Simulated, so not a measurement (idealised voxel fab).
Module name: voxel gate over fins (process module)
Pictured: cross-section cut, 235 nm wide, on a grid of 5 nm square cells.
Throughout this document, each cross-section is represented as a grid of square cells and is presented as a sequence of bands enumerated from the top downward, where a band comprises one or more rows of cells.
Top height, bottom height, nm. Materials left to right, width each, nm. Single material + "everywhere" = fills band edge to edge. "empty" = empty.
Below 0: as-received wafer, all one material; heights counted from there. Lowest band: no bottom, goes on down, written "0 down".
The two numbers in a width such as "30->40" mark its ends across the band: the first belongs to the top row of cells, the second to the bottom row, and from each row to the next the width moves by the same amount.
"same as before", as given for a step, is the statement that not any cell of the cross-section underwent a change during that step.
For the entry "Encapsulated voids", the listed items are empty spaces with no open way to the top whose size is 8 cells or more; each item follows the pattern width x height at distance, where distance is from the left edge and all three are in nm.
Anything after a step's settings on that line? It's the simulator's own note about the step.
overlay nm: on a step with a mask, how far right of its planned place the mask lay; negative means left.

**These are the steps we planned for the process**
1: op RECEIVE | material Si
2: op CONFORMAL_DEP | material SiN | thk nm 10
3: op DIRECTIONAL_DEP | material aC | thk nm 15
4: op PATTERN | tone cover | mask id FINS | material resist | width nm 15 | pitch nm 40 | thk nm 35 | overlay nm -15
5: op DIRECTIONAL_ETCH | etch materials aC | depth nm 15
6: op STRIP | etch materials resist
7: op DIRECTIONAL_ETCH | etch materials SiN | depth nm 10
8: op DIRECTIONAL_ETCH | etch materials Si | depth nm 40
9: op STRIP | etch materials aC
10: op FILL_DEP | material SiO2 | thk nm 5
11: op CMP | height nm 10
12: op SELECTIVE_ETCH | etch materials SiO2 | depth nm 25
13: op STRIP | etch materials SiN
14: op CONFORMAL_DEP | material HfO2 | thk nm 5
15: op CONFORMAL_DEP | material TiN | thk nm 5
16: op CONFORMAL_DEP | material TiAl | thk nm 5
17: op CONFORMAL_DEP | material TiN | thk nm 5
18: op FILL_DEP | material W | thk nm 10
19: op CMP | height nm 25
20: op CONFORMAL_DEP | material SiN | thk nm 10
Same starting wafers, different overlay nm at step 4. Plan value belongs to the first wafer.

**Incoming state of the first of several wafers in cross-section: after step 1**
  0 down | Si everywhere
  Encapsulated voids: none

**The cross-section of the first of several wafers is given below for the end of the module, after its final step, step 20**
  35 to 25 | SiN everywhere
  25 to 20 | W everywhere
  20 to 15 | W 55 nm, TiN 95 nm, W 85 nm
  15 to 10 | W 55 nm, TiN 5 nm, TiAl 85 nm, TiN 5 nm, W 85 nm
  10 to 5 | W 55 nm, TiN 5 nm, TiAl 5 nm, TiN 35 nm, TiAl 5 nm, TiN 35 nm, TiAl 5 nm, TiN 5 nm, W 85 nm
  5 to 0 | TiN 60 nm, TiAl 5 nm, TiN 5 nm, HfO2 25 nm, TiN 5 nm, TiAl 5 nm, TiN 5 nm, HfO2 25 nm, TiN 5 nm, TiAl 5 nm, TiN 90 nm
  0 to -5 | TiAl 65 nm, TiN 5 nm, HfO2 5 nm, Si 15 nm, HfO2 5 nm, TiN 5 nm, TiAl 5 nm, TiN 5 nm, HfO2 5 nm, Si 15 nm, HfO2 5 nm, TiN 5 nm, TiAl 95 nm
  -5 to -10 | TiN 70 nm, HfO2 5 nm, Si 15 nm, HfO2 5 nm, TiN 15 nm, HfO2 5 nm, Si 15 nm, HfO2 5 nm, TiN 100 nm
  -10 to -15 | HfO2 75 nm, Si 15 nm, HfO2 25 nm, Si 15 nm, HfO2 105 nm
  -15 to -40 | SiO2 75 nm, Si 15 nm, SiO2 25 nm, Si 15 nm, SiO2 105 nm
  -40 down | Si everywhere
  Encapsulated voids: none

**last wafer at the end**
  35 to 25 | SiN everywhere
  25 to 20 | W everywhere
  20 to 15 | W 85 nm, TiN 95 nm, W 55 nm
  15 to 10 | W 85 nm, TiN 5 nm, TiAl 85 nm, TiN 5 nm, W 55 nm
  10 to 5 | W 85 nm, TiN 5 nm, TiAl 5 nm, TiN 35 nm, TiAl 5 nm, TiN 35 nm, TiAl 5 nm, TiN 5 nm, W 55 nm
  5 to 0 | TiN 90 nm, TiAl 5 nm, TiN 5 nm, HfO2 25 nm, TiN 5 nm, TiAl 5 nm, TiN 5 nm, HfO2 25 nm, TiN 5 nm, TiAl 5 nm, TiN 60 nm
  0 to -5 | TiAl 95 nm, TiN 5 nm, HfO2 5 nm, Si 15 nm, HfO2 5 nm, TiN 5 nm, TiAl 5 nm, TiN 5 nm, HfO2 5 nm, Si 15 nm, HfO2 5 nm, TiN 5 nm, TiAl 65 nm
  -5 to -10 | TiN 100 nm, HfO2 5 nm, Si 15 nm, HfO2 5 nm, TiN 15 nm, HfO2 5 nm, Si 15 nm, HfO2 5 nm, TiN 70 nm
  -10 to -15 | HfO2 105 nm, Si 15 nm, HfO2 25 nm, Si 15 nm, HfO2 75 nm
  -15 to -40 | SiO2 105 nm, Si 15 nm, SiO2 25 nm, Si 15 nm, SiO2 75 nm
  -40 down | Si everywhere
  Encapsulated voids: none

**Every row in this table is a wafer at the end of the module, and it gives, for each of the materials, the cells that wafer has gained (+) or lost (-) since it was received, then its closed voids**
overlay nm -15; +59 HfO2; -328 Si; +94 SiN; +205 SiO2; +56 TiAl; +112 TiN; +131 W; Encapsulated voids: none
overlay nm -10; +59 HfO2; -328 Si; +94 SiN; +205 SiO2; +56 TiAl; +112 TiN; +131 W; Encapsulated voids: none
overlay nm -5; +59 HfO2; -328 Si; +94 SiN; +205 SiO2; +56 TiAl; +112 TiN; +131 W; Encapsulated voids: none
overlay nm 0; +59 HfO2; -328 Si; +94 SiN; +205 SiO2; +56 TiAl; +112 TiN; +131 W; Encapsulated voids: none
overlay nm 5; +59 HfO2; -328 Si; +94 SiN; +205 SiO2; +56 TiAl; +112 TiN; +131 W; Encapsulated voids: none
overlay nm 10; +59 HfO2; -328 Si; +94 SiN; +205 SiO2; +56 TiAl; +112 TiN; +131 W; Encapsulated voids: none
overlay nm 15; +59 HfO2; -328 Si; +94 SiN; +205 SiO2; +56 TiAl; +112 TiN; +131 W; Encapsulated voids: none
